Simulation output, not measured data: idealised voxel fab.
Process module in this document: voxel trench capacitor
Square cell edge 5 nm, section width 290 nm, ID cut.
Cross-section layout: square cells on a grid; listed as bands, top to bottom; a band spans one or more cell rows.
It is stipulated that each band's entry specify, in nanometres, the height of the top of the band and then that of its bottom, followed by the materials of the band in left-to-right sequence, each together with its width in nanometres. A single material marked by the word "edge to edge" is understood to fill the band from edge to edge; the word "empty" is understood to denote empty space.
Heights are reckoned from 0. Under this level, the received wafer is all of one material. The bottommost band is open-ended downward, for example "from 0 down".
A two-number width, for instance "30->40", indicates that the width is equal to the first number in the top row of the band and to the second number in the bottom row, and that it changes by a constant amount per row of cells.
What does "no change" mean for a step? It means no cell of the cross-section changed in that step.
The entry titled "Voids, fully enclosed" provides the empty spaces that have no open way to the top, restricted to those of 8 cells or more. Each is presented as width x height at distance, the distance being measured from the left edge, with all three in nm.
Note: text after step settings on the step line = simulator remark on that step.
The setting "overlay nm" may be written on the line of a step. When the step uses a mask, the value reports how far to the right of the planned place the mask lay, and a negative value reports that it lay to the left.

So here's the lineup of process steps we planned
- 1: RECEIVE: material Si
- 2: CONFORMAL_DEP: material SiN, thk nm 10
- 3: PATTERN: tone open, mask id TRENCH, material resist, width nm 15, pitch nm 35, thk nm 15, overlay nm 0
- 4: DIRECTIONAL_ETCH: etch materials SiN, depth nm 10
- 5: DIRECTIONAL_ETCH: etch materials Si, depth nm 25
- 6: STRIP: etch materials resist
- 7: CONFORMAL_DEP: material Al2O3, thk nm 5
- 8: FILL_DEP: material polySi, thk nm 10
- 9: CMP: height nm 10

Wafer at receipt (post step 1), cross-section
> from 0 down = Si edge to edge
> Voids, fully enclosed: none

Looking at the first of two wafers in cross-section at end of module - ran to plan
> from 10 to 0 = SiN 100 | Al2O3 5 | polySi 5 | Al2O3 5 | SiN 20 | Al2O3 5 | polySi 5 | Al2O3 5 | SiN 20 | Al2O3 5 | polySi 5 | Al2O3 5 | SiN 105
> from 0 to -20 = Si 100 | Al2O3 5 | polySi 5 | Al2O3 5 | Si 20 | Al2O3 5 | polySi 5 | Al2O3 5 | Si 20 | Al2O3 5 | polySi 5 | Al2O3 5 | Si 105
> from -20 to -25 = Si 100 | Al2O3 15 | Si 20 | Al2O3 15 | Si 20 | Al2O3 15 | Si 105
> from -25 down = Si edge to edge
> Voids, fully enclosed: none

Cross-section, second wafer: same start as the first, same plan as the first, one mistake in running it; taken at the end of the module
> from 10 to 0 = polySi 95 | Al2O3 5 | SiN 15 | Al2O3 5 | polySi 10 | Al2O3 5 | SiN 15 | Al2O3 5 | polySi 10 | Al2O3 5 | SiN 15 | Al2O3 5 | polySi 100
> from 0 to -20 = polySi 95 | Al2O3 5 | Si 15 | Al2O3 5 | polySi 10 | Al2O3 5 | Si 15 | Al2O3 5 | polySi 10 | Al2O3 5 | Si 15 | Al2O3 5 | polySi 100
> from -20 to -25 = Al2O3 100 | Si 15 | Al2O3 20 | Si 15 | Al2O3 20 | Si 15 | Al2O3 105
> from -25 down = Si edge to edge
> Voids, fully enclosed: none
What broke from the plan during processing? planned and actual differ for step 3; actual: PATTERN: tone cover, mask id TRENCH, material resist, width nm 15, pitch nm 35, thk nm 15, overlay nm 0
at the end the second wafer has, in cells: Al2O3: 40 more; Si: 200 fewer; SiN: 80 fewer; polySi: 240 more
